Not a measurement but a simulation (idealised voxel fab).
process module | voxel released beams
cross-section cut | 175 nm wide | cells 5 nm
A cross-section is a grid of square cells, given in bands from the top down. A band is one or more rows of cells.
Each band's line starts with the height of the band's top and of its bottom, in nm. Then come its materials from left to right, each with its width in nm. One material with "throughout" fills the band from edge to edge. "air" is empty space.
Height 0 is the level under which the wafer as received is all one material. The lowest band goes on downwards, as in "0 down".
A width such as "30 to 40" changes by the same amount from each row of cells to the next, from the band's top row to its bottom row.
"no change" after a step means that no cell of the cross-section changed.
closed voids: empty space of 8 cells or more with no open way to the top, each as width x height at its distance from the left edge, in nm
after a step's settings: what the simulator itself notes on the step
overlay nm, on a step with a mask: how far to the right of its planned place the mask lay; to the left if negative
plan
1 op RECEIVE | material Si
2 op CONFORMAL_DEP | material SiN | thk nm 10
3 op DIRECTIONAL_DEP | material SiO2 | thk nm 15
4 op PATTERN | tone open | mask id ANCHOR | material resist | width nm 45 | thk nm 20 | overlay nm 0
5 op DIRECTIONAL_ETCH | etch materials SiO2 | depth nm 15
6 op STRIP | etch materials resist
7 op CONFORMAL_DEP | material W | thk nm 15
8 op MASKED_ETCH | tone cover | mask id BEAM | width nm 110 | etch materials W | depth nm 15 | overlay nm 0
9 op STRIP | etch materials SiO2
as received, after step 1
  0 down: Si throughout
  closed voids: none
a wafer at the end: this start, this plan, one mistake
  40 to 25: air 35 | W 15 | air 15 | W 70 | air 40
  25 to 10: air 35 | W 45 | air 95
  10 to 0: SiN throughout
  0 down: Si throughout
  closed voids: none
what went wrong: step 8 ran as: op MASKED_ETCH | tone cover | mask id BEAM | width nm 100 | etch materials W | depth nm 15 | overlay nm 0
